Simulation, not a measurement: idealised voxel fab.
Process module name: voxel self aligned vias
270 nm wide, 5 nm square cells: that's cross-section cut.
This document writes a cross-section as a grid whose cells are square, and gives it as bands, listed from the top down; one or more rows of cells form a band. Heights first: top, then bottom, in nm. Then materials, left to right, each with a width in nm. "throughout" on a single material: fills the band edge to edge. "empty": empty space. Heights are measured from 0, the level below which the as-received wafer is all one material; the lowest band has no bottom and continues downward, written as in "0..down". The width entry "30..40" should be interpreted row by row: the top row of cells in the band takes the first number, the bottom row takes the second number, and the change between adjacent rows is uniform throughout. Where a step carries "remained the same", the cross-section came out of it unchanged, cell for cell. The entry titled "Catalogued sealed voids" provides the empty spaces that have no open way to the top, restricted to those of 8 cells or more. Each is presented as width x height at distance, the distance being measured from the left edge, with all three in nm. after a step's settings: what the simulator itself notes on the step. A step's line can hold "overlay nm"; with a mask on that step, the setting says how far right of the planned place the mask lay, while a negative setting says it lay to the left.
Process steps - plan:
| 1 | RECEIVE (material Si) |
| 2 | CONFORMAL_DEP (material SiO2; thk nm 15) |
| 3 | CONFORMAL_DEP (material SiCN; thk nm 5) |
| 4 | DIRECTIONAL_DEP (material SiO2; thk nm 25) |
| 5 | DIRECTIONAL_DEP (material aC; thk nm 15) |
| 6 | PATTERN (tone open; mask id LINES; material resist; width nm 25; pitch nm 65; thk nm 35; overlay nm 0) |
| 7 | DIRECTIONAL_ETCH (etch materials aC; depth nm 15) |
| 8 | STRIP (etch materials resist) |
| 9 | DIRECTIONAL_ETCH (etch materials SiO2; depth nm 25) |
| 10 | STRIP (etch materials aC) |
| 11 | CONFORMAL_DEP (material TiN; thk nm 5) |
| 12 | FILL_DEP (material W; thk nm 10) |
| 13 | CMP (height nm 45) |
| 14 | SELECTIVE_ETCH (etch materials W Ru TiN; depth nm 10) |
| 15 | FILL_DEP (material SiN; thk nm 10) |
| 16 | CMP (height nm 45) |
| 17 | DIRECTIONAL_DEP (material SiO2; thk nm 20) |
| 18 | DIRECTIONAL_DEP (material aC; thk nm 15) |
| 19 | PATTERN (tone open; mask id VIAS; material resist; width nm 35; pitch nm 65; thk nm 35; overlay nm 0) |
| 20 | DIRECTIONAL_ETCH (etch materials aC; depth nm 15) |
| 21 | STRIP (etch materials resist) |
| 22 | DIRECTIONAL_ETCH (etch materials SiO2; depth nm 20) |
| 23 | DIRECTIONAL_ETCH (etch materials SiN; depth nm 10) |
| 24 | STRIP (etch materials aC) |
| 25 | CONFORMAL_DEP (material TiN; thk nm 5) |
| 26 | FILL_DEP (material W; thk nm 10) |
| 27 | CMP (height nm 65) |
| 28 | CONFORMAL_DEP (material SiN; thk nm 5) |
Of two wafers, the first: run according to plan:
Shown in cross-section is the wafer as received, that is, as it stands after step 1:
- 0..down = Si throughout
- Catalogued sealed voids: none
The wafer in cross-section once step 2 is complete:
- 15..0 = SiO2 throughout
- Beneath the level 0, the cross-section is identical to its previous state.
The wafer in cross-section once step 3 is complete:
- 20..15 = SiCN throughout
- Beneath the level 15, the cross-section is identical to its previous state.
The wafer in cross-section once step 4 is complete:
- 45..20 = SiO2 throughout
- Beneath the level 20, the cross-section is identical to its previous state.
The wafer in cross-section once step 5 is complete:
- 60..45 = aC throughout
- Beneath the level 45, the cross-section is identical to its previous state.
The wafer in cross-section once step 6 is complete:
- 95..60 = 90 of resist; 25 of empty; 40 of resist; 25 of empty; 90 of resist
- Beneath the level 60, the cross-section is identical to its previous state.
The wafer in cross-section once step 7 is complete:
- 80..60 = 90 of resist; 25 of empty; 40 of resist; 25 of empty; 90 of resist
- 60..45 = 90 of aC; 25 of empty; 40 of aC; 25 of empty; 90 of aC
- Beneath the level 45, the cross-section is identical to its previous state.
The wafer in cross-section once step 8 is complete:
- 60..45 = 90 of aC; 25 of empty; 40 of aC; 25 of empty; 90 of aC
- Beneath the level 45, the cross-section is identical to its previous state.
The wafer in cross-section once step 9 is complete:
- 60..45 = 90 of aC; 25 of empty; 40 of aC; 25 of empty; 90 of aC
- 45..20 = 90 of SiO2; 25 of empty; 40 of SiO2; 25 of empty; 90 of SiO2
- Beneath the level 20, the cross-section is identical to its previous state.
The wafer in cross-section once step 10 is complete:
- 45..20 = 90 of SiO2; 25 of empty; 40 of SiO2; 25 of empty; 90 of SiO2
- Beneath the level 20, the cross-section is identical to its previous state.
The wafer in cross-section once step 11 is complete:
- 50..45 = 95 of TiN; 15 of empty; 50 of TiN; 15 of empty; 95 of TiN
- 45..25 = 90 of SiO2; 5 of TiN; 15 of empty; 5 of TiN; 40 of SiO2; 5 of TiN; 15 of empty; 5 of TiN; 90 of SiO2
- 25..20 = 90 of SiO2; 25 of TiN; 40 of SiO2; 25 of TiN; 90 of SiO2
- Beneath the level 20, the cross-section is identical to its previous state.
The wafer in cross-section once step 12 is complete:
- 60..50 = W throughout
- 50..45 = 95 of TiN; 15 of W; 50 of TiN; 15 of W; 95 of TiN
- 45..25 = 90 of SiO2; 5 of TiN; 15 of W; 5 of TiN; 40 of SiO2; 5 of TiN; 15 of W; 5 of TiN; 90 of SiO2
- Beneath the level 25, the cross-section is identical to its previous state.
The wafer in cross-section once step 13 is complete:
- 45..25 = 90 of SiO2; 5 of TiN; 15 of W; 5 of TiN; 40 of SiO2; 5 of TiN; 15 of W; 5 of TiN; 90 of SiO2
- Beneath the level 25, the cross-section is identical to its previous state.
The wafer in cross-section once step 14 is complete:
- 45..35 = 90 of SiO2; 25 of empty; 40 of SiO2; 25 of empty; 90 of SiO2
- Beneath the level 35, the cross-section is identical to its previous state.
The wafer in cross-section once step 15 is complete:
- 55..45 = SiN throughout
- 45..35 = 90 of SiO2; 25 of SiN; 40 of SiO2; 25 of SiN; 90 of SiO2
- Beneath the level 35, the cross-section is identical to its previous state.
The wafer in cross-section once step 16 is complete:
- 45..35 = 90 of SiO2; 25 of SiN; 40 of SiO2; 25 of SiN; 90 of SiO2
- Beneath the level 35, the cross-section is identical to its previous state.
The wafer in cross-section once step 17 is complete:
- 65..45 = SiO2 throughout
- Beneath the level 45, the cross-section is identical to its previous state.
The wafer in cross-section once step 18 is complete:
- 80..65 = aC throughout
- Beneath the level 65, the cross-section is identical to its previous state.
The wafer in cross-section once step 19 is complete:
- 115..80 = 85 of resist; 35 of empty; 30 of resist; 35 of empty; 85 of resist
- Beneath the level 80, the cross-section is identical to its previous state.
The wafer in cross-section once step 20 is complete:
- 100..80 = 85 of resist; 35 of empty; 30 of resist; 35 of empty; 85 of resist
- 80..65 = 85 of aC; 35 of empty; 30 of aC; 35 of empty; 85 of aC
- Beneath the level 65, the cross-section is identical to its previous state.
The wafer in cross-section once step 21 is complete:
- 80..65 = 85 of aC; 35 of empty; 30 of aC; 35 of empty; 85 of aC
- Beneath the level 65, the cross-section is identical to its previous state.
The wafer in cross-section once step 22 is complete:
- 80..65 = 85 of aC; 35 of empty; 30 of aC; 35 of empty; 85 of aC
- 65..45 = 85 of SiO2; 35 of empty; 30 of SiO2; 35 of empty; 85 of SiO2
- Beneath the level 45, the cross-section is identical to its previous state.
The wafer in cross-section once step 23 is complete:
- 80..65 = 85 of aC; 35 of empty; 30 of aC; 35 of empty; 85 of aC
- 65..45 = 85 of SiO2; 35 of empty; 30 of SiO2; 35 of empty; 85 of SiO2
- 45..35 = 90 of SiO2; 25 of empty; 40 of SiO2; 25 of empty; 90 of SiO2
- Beneath the level 35, the cross-section is identical to its previous state.
The wafer in cross-section once step 24 is complete:
- 65..45 = 85 of SiO2; 35 of empty; 30 of SiO2; 35 of empty; 85 of SiO2
- Beneath the level 45, the cross-section is identical to its previous state.
The wafer in cross-section once step 25 is complete:
- 70..65 = 90 of TiN; 25 of empty; 40 of TiN; 25 of empty; 90 of TiN
- 65..50 = 85 of SiO2; 5 of TiN; 25 of empty; 5 of TiN; 30 of SiO2; 5 of TiN; 25 of empty; 5 of TiN; 85 of SiO2
- 50..40 = 85..90 of SiO2; 10..5 of TiN; 15 of empty; 10..5 of TiN; 30..40 of SiO2; 10..5 of TiN; 15 of empty; 10..5 of TiN; 85..90 of SiO2
- 40..35 = 90 of SiO2; 25 of TiN; 40 of SiO2; 25 of TiN; 90 of SiO2
- Beneath the level 35, the cross-section is identical to its previous state.
The wafer in cross-section once step 26 is complete:
- 80..70 = W throughout
- 70..65 = 90 of TiN; 25 of W; 40 of TiN; 25 of W; 90 of TiN
- 65..50 = 85 of SiO2; 5 of TiN; 25 of W; 5 of TiN; 30 of SiO2; 5 of TiN; 25 of W; 5 of TiN; 85 of SiO2
- 50..40 = 85..90 of SiO2; 10..5 of TiN; 15 of W; 10..5 of TiN; 30..40 of SiO2; 10..5 of TiN; 15 of W; 10..5 of TiN; 85..90 of SiO2
- Beneath the level 40, the cross-section is identical to its previous state.
The wafer in cross-section once step 27 is complete:
- 65..50 = 85 of SiO2; 5 of TiN; 25 of W; 5 of TiN; 30 of SiO2; 5 of TiN; 25 of W; 5 of TiN; 85 of SiO2
- Beneath the level 50, the cross-section is identical to its previous state.
The wafer in cross-section once step 28 is complete:
- 70..65 = SiN throughout
- Beneath the level 65, the cross-section is identical to its previous state.
Wafer two of the pair: same origin, same plan, one error during the run; identical to wafer one up to and including step 12:
Second wafer, cross-section, planned end of step 13:
- 40..25 = 90 of SiO2; 5 of TiN; 15 of W; 5 of TiN; 40 of SiO2; 5 of TiN; 15 of W; 5 of TiN; 90 of SiO2
- Beneath the level 25, the cross-section is identical to its previous state.
Second wafer, cross-section, planned end of step 14:
- 40..30 = 90 of SiO2; 25 of empty; 40 of SiO2; 25 of empty; 90 of SiO2
- Beneath the level 30, the cross-section is identical to its previous state.
Second wafer, cross-section, planned end of step 15:
- 50..40 = SiN throughout
- 40..30 = 90 of SiO2; 25 of SiN; 40 of SiO2; 25 of SiN; 90 of SiO2
- Beneath the level 30, the cross-section is identical to its previous state.
Second wafer, cross-section, planned end of step 16:
- 45..40 = SiN throughout
- Beneath the level 40, the cross-section is identical to its previous state.
Second wafer, cross-section, planned end of step 17:
- 65..45 = SiO2 throughout
- Beneath the level 45, the cross-section is identical to its previous state.
Second wafer, cross-section, planned end of step 18:
- 80..65 = aC throughout
- Beneath the level 65, the cross-section is identical to its previous state.
Second wafer, cross-section, planned end of step 19:
- 115..80 = 85 of resist; 35 of empty; 30 of resist; 35 of empty; 85 of resist
- Beneath the level 80, the cross-section is identical to its previous state.
Second wafer, cross-section, planned end of step 20:
- 100..80 = 85 of resist; 35 of empty; 30 of resist; 35 of empty; 85 of resist
- 80..65 = 85 of aC; 35 of empty; 30 of aC; 35 of empty; 85 of aC
- Beneath the level 65, the cross-section is identical to its previous state.
Second wafer, cross-section, planned end of step 21:
- 80..65 = 85 of aC; 35 of empty; 30 of aC; 35 of empty; 85 of aC
- Beneath the level 65, the cross-section is identical to its previous state.
Second wafer, cross-section, planned end of step 22:
- 80..65 = 85 of aC; 35 of empty; 30 of aC; 35 of empty; 85 of aC
- 65..45 = 85 of SiO2; 35 of empty; 30 of SiO2; 35 of empty; 85 of SiO2
- Beneath the level 45, the cross-section is identical to its previous state.
Second wafer, cross-section, planned end of step 23:
- 80..65 = 85 of aC; 35 of empty; 30 of aC; 35 of empty; 85 of aC
- 65..45 = 85 of SiO2; 35 of empty; 30 of SiO2; 35 of empty; 85 of SiO2
- 45..40 = 85 of SiN; 35 of empty; 30 of SiN; 35 of empty; 85 of SiN
- 40..35 = 90 of SiO2; 25 of empty; 40 of SiO2; 25 of empty; 90 of SiO2
- Beneath the level 35, the cross-section is identical to its previous state.
Second wafer, cross-section, planned end of step 24:
- 65..45 = 85 of SiO2; 35 of empty; 30 of SiO2; 35 of empty; 85 of SiO2
- Beneath the level 45, the cross-section is identical to its previous state.
Second wafer, cross-section, planned end of step 25:
- 70..65 = 90 of TiN; 25 of empty; 40 of TiN; 25 of empty; 90 of TiN
- 65..45 = 85 of SiO2; 5 of TiN; 25 of empty; 5 of TiN; 30 of SiO2; 5 of TiN; 25 of empty; 5 of TiN; 85 of SiO2
- 45..40 = 85 of SiN; 10 of TiN; 15 of empty; 10 of TiN; 30 of SiN; 10 of TiN; 15 of empty; 10 of TiN; 85 of SiN
- 40..35 = 90 of SiO2; 25 of TiN; 40 of SiO2; 25 of TiN; 90 of SiO2
- Beneath the level 35, the cross-section is identical to its previous state.
Second wafer, cross-section, planned end of step 26:
- 80..70 = W throughout
- 70..65 = 90 of TiN; 25 of W; 40 of TiN; 25 of W; 90 of TiN
- 65..45 = 85 of SiO2; 5 of TiN; 25 of W; 5 of TiN; 30 of SiO2; 5 of TiN; 25 of W; 5 of TiN; 85 of SiO2
- 45..40 = 85 of SiN; 10 of TiN; 15 of W; 10 of TiN; 30 of SiN; 10 of TiN; 15 of W; 10 of TiN; 85 of SiN
- Beneath the level 40, the cross-section is identical to its previous state.
Second wafer, cross-section, planned end of step 27:
- 65..45 = 85 of SiO2; 5 of TiN; 25 of W; 5 of TiN; 30 of SiO2; 5 of TiN; 25 of W; 5 of TiN; 85 of SiO2
- Beneath the level 45, the cross-section is identical to its previous state.
Second wafer, cross-section, planned end of step 28:
- 70..65 = SiN throughout
- Beneath the level 65, the cross-section is identical to its previous state.
Where did the run depart from the plan? heads up, step 13 didn't go per plan, it actually ran as CMP (height nm 40)
It is noted that, at the conclusion of processing, the second wafer exhibits a higher or lower cell count for certain materials relative to the first: SiN +50 | SiO2 -44 | TiN -4 | W -2
